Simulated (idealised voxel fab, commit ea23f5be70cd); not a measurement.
The document below concerns the process module designated voxel plated lines.
270 nm wide, 5 nm square cells: that's cross-section cut.
Each cross-section below is a grid of square cells, stated as bands in top-down order, with one or more rows of cells making up each band.
First you get the band's top height and its bottom height, in nm, and then the materials it's made of, left to right, with each width in nm. If you see a single material with "throughout", that one covers the band edge to edge. "empty" is empty space.
We count height from 0. Below that, the starting wafer is all one material. The lowest band never ends at the bottom but goes on down; see "0 down" for how that is written.
The width entry "30 to 40" should be interpreted row by row: the top row of cells in the band takes the first number, the bottom row takes the second number, and the change between adjacent rows is uniform throughout.
Where a step carries "nothing altered", the cross-section came out of it unchanged, cell for cell.
The entry titled "Unvented cavities" provides the empty spaces that have no open way to the top, restricted to those of 8 cells or more. Each is presented as width x height at distance, the distance being measured from the left edge, with all three in nm.
If you see something after the settings on a step's line, that's the simulator's own remark about that step.
overlay nm: on a step with a mask, how far right of its planned place the mask lay; negative means left.

[Process steps - plan]
step 1: RECEIVE,material Si
step 2: CONFORMAL_DEP,material SiO2,thk nm 15
step 3: DIRECTIONAL_DEP,material TiN,thk nm 5
step 4: PATTERN,tone open,mask id LINES,material resist,width nm 15,pitch nm 35,thk nm 15,overlay nm 0
step 5: EPI,material Ru,thk nm 10
step 6: STRIP,etch materials resist
step 7: DIRECTIONAL_ETCH,etch materials TiN,depth nm 5
step 8: CONFORMAL_DEP,material SiO2,thk nm 10

[The following pertains to the first of two wafers, which was processed as planned]

[So this is the incoming wafer in cross-section - it's already been through step 1]
	0 down  Si throughout
	Unvented cavities: none

[Wafer after step 2 (cross-section)]
	15 to 0  SiO2 throughout
	Note: structure below 0 unchanged.

[Wafer after step 3 (cross-section)]
	20 to 15  TiN throughout
	Note: structure below 15 unchanged.

[Wafer after step 4 (cross-section)]
	35 to 20  90 resist  15 empty  20 resist  15 empty  20 resist  15 empty  95 resist
	Note: structure below 20 unchanged.

[Wafer after step 5 (cross-section)]
	35 to 30  90 resist  15 empty  20 resist  15 empty  20 resist  15 empty  95 resist
	30 to 20  90 resist  15 Ru  20 resist  15 Ru  20 resist  15 Ru  95 resist
	Note: structure below 20 unchanged.

[Wafer after step 6 (cross-section)]
	30 to 20  90 empty  15 Ru  20 empty  15 Ru  20 empty  15 Ru  95 empty
	Note: structure below 20 unchanged.

[Wafer after step 7 (cross-section)]
	30 to 20  90 empty  15 Ru  20 empty  15 Ru  20 empty  15 Ru  95 empty
	20 to 15  90 empty  15 TiN  20 empty  15 TiN  20 empty  15 TiN  95 empty
	Note: structure below 15 unchanged.

[Wafer after step 8 (cross-section)]
	40 to 30  80 empty  105 SiO2  85 empty
	30 to 25  80 empty  10 SiO2  15 Ru  20 SiO2  15 Ru  20 SiO2  15 Ru  10 SiO2  85 empty
	25 to 20  90 SiO2  15 Ru  20 SiO2  15 Ru  20 SiO2  15 Ru  95 SiO2
	20 to 15  90 SiO2  15 TiN  20 SiO2  15 TiN  20 SiO2  15 TiN  95 SiO2
	Note: structure below 15 unchanged.

[Companion wafer, the second of two: same beginning, same intended sequence, one mistake in carrying it out; through step 6 inclusive it tracks the first exactly]

[Cross-sectional view of the second wafer at the intended end time of process step 7]
	25 to 20  90 empty  15 Ru  20 empty  15 Ru  20 empty  15 Ru  95 empty
	Note: structure below 20 unchanged.

[Cross-sectional view of the second wafer at the intended end time of process step 8]
	35 to 30  80 empty  105 SiO2  85 empty
	30 to 25  SiO2 throughout
	25 to 20  90 SiO2  15 Ru  20 SiO2  15 Ru  20 SiO2  15 Ru  95 SiO2
	Note: structure below 20 unchanged.
What went wrong in running the wafer? off-plan run, step 7, actual operation and settings DIRECTIONAL_ETCH,etch materials Ru,depth nm 5
FYI, end of process, the second wafer has more or fewer cells of some materials than the first: -9 Ru, -24 SiO2, +45 TiN
